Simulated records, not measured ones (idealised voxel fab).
Title: Process Module voxel plated lines
Each square cell in cross-section cut measures 5 nm, and the section as a whole is 300 nm wide.
Reading order for cross-sections: top band down to bottom band. Underlying form: a grid of square cells. Band size: one or more rows of cells.
The entry gives the band's vertical extent as a top height and a bottom height in nm, then its horizontal make-up as materials from left to right, each with a width in nm. "air" stands for empty space; a single material marked "everywhere" fills the band edge to edge.
Heights from 0 (as-received wafer is one material below). Bottom band endless downward, as "0 down".
Top row gets the first number, bottom row gets the second, and each row in between changes by the same step: that is how a band width like "30 to 40" works.
What does "nothing different" mean for a step? It means no cell of the cross-section changed in that step.
If an empty space has no open way to the top and is at least 8 cells in size, "Enclosed internal cavities" lists it, written width x height at distance, where distance is measured from the left edge and every value is in nm.
Anything after a step's settings on that line? It's the simulator's own note about the step.
The setting "overlay nm" may be written on the line of a step. When the step uses a mask, the value reports how far to the right of the planned place the mask lay, and a negative value reports that it lay to the left.

[The process steps that were planned are listed below]
| 1 | RECEIVE [material Si] |
| 2 | CONFORMAL_DEP [material Al2O3] [thk nm 5] |
| 3 | DIRECTIONAL_DEP [material TiN] [thk nm 5] |
| 4 | PATTERN [tone open] [mask id LINES] [material resist] [width nm 20] [pitch nm 35] [thk nm 25] [overlay nm 0] |
| 5 | EPI [material Ru] [thk nm 10] |
| 6 | EPI [material Ru] [thk nm 10] |
| 7 | STRIP [etch materials resist] |
| 8 | DIRECTIONAL_ETCH [etch materials TiN] [depth nm 5] |
| 9 | CONFORMAL_DEP [material SiN] [thk nm 5] |

[What follows covers the first of two wafers; it ran as planned]

[Wafer cross-section on receipt, i.e. after step 1]
* 0 down: Si everywhere
* Enclosed internal cavities: none

[Cross-sectional representation of the wafer at the conclusion of step 2]
* 5 to 0: Al2O3 everywhere
* Rest of section, below 0: as before.

[Cross-sectional representation of the wafer at the conclusion of step 3]
* 10 to 5: TiN everywhere
* Rest of section, below 5: as before.

[Cross-sectional representation of the wafer at the conclusion of step 4]
* 35 to 10: resist 85, then air 20, then resist 15, then air 20, then resist 15, then air 20, then resist 15, then air 20, then resist 90
* Rest of section, below 10: as before.

[Cross-sectional representation of the wafer at the conclusion of step 5]
* 35 to 20: resist 85, then air 20, then resist 15, then air 20, then resist 15, then air 20, then resist 15, then air 20, then resist 90
* 20 to 10: resist 85, then Ru 20, then resist 15, then Ru 20, then resist 15, then Ru 20, then resist 15, then Ru 20, then resist 90
* Rest of section, below 10: as before.

[Cross-sectional representation of the wafer at the conclusion of step 6]
* 35 to 30: resist 85, then air 20, then resist 15, then air 20, then resist 15, then air 20, then resist 15, then air 20, then resist 90
* 30 to 10: resist 85, then Ru 20, then resist 15, then Ru 20, then resist 15, then Ru 20, then resist 15, then Ru 20, then resist 90
* Rest of section, below 10: as before.

[Cross-sectional representation of the wafer at the conclusion of step 7]
* 30 to 10: air 85, then Ru 20, then air 15, then Ru 20, then air 15, then Ru 20, then air 15, then Ru 20, then air 90
* Rest of section, below 10: as before.

[Cross-sectional representation of the wafer at the conclusion of step 8]
* 30 to 10: air 85, then Ru 20, then air 15, then Ru 20, then air 15, then Ru 20, then air 15, then Ru 20, then air 90
* 10 to 5: air 85, then TiN 20, then air 15, then TiN 20, then air 15, then TiN 20, then air 15, then TiN 20, then air 90
* Rest of section, below 5: as before.

[Cross-sectional representation of the wafer at the conclusion of step 9]
* 35 to 30: air 80, then SiN 30, then air 5, then SiN 30, then air 5, then SiN 30, then air 5, then SiN 30, then air 85
* 30 to 10: air 80, then SiN 5, then Ru 20, then SiN 5, then air 5, then SiN 5, then Ru 20, then SiN 5, then air 5, then SiN 5, then Ru 20, then SiN 5, then air 5, then SiN 5, then Ru 20, then SiN 5, then air 85
* 10 to 5: SiN 85, then TiN 20, then SiN 15, then TiN 20, then SiN 15, then TiN 20, then SiN 15, then TiN 20, then SiN 90
* Rest of section, below 5: as before.

[Okay, second wafer. Nothing different at the start, nothing different in the plan, just one mistake somewhere in the running. As far as step 8, counting that step, it's the first wafer all over again]

Look at the second wafer in cross-section at the time step 9 ought to have finished: nothing different
Short version of what went wrong: the plan's step 9 was left out and never carried out
Once processing is complete, comparing cell counts shows that the second wafer has more or fewer of certain materials than the first: SiN -100
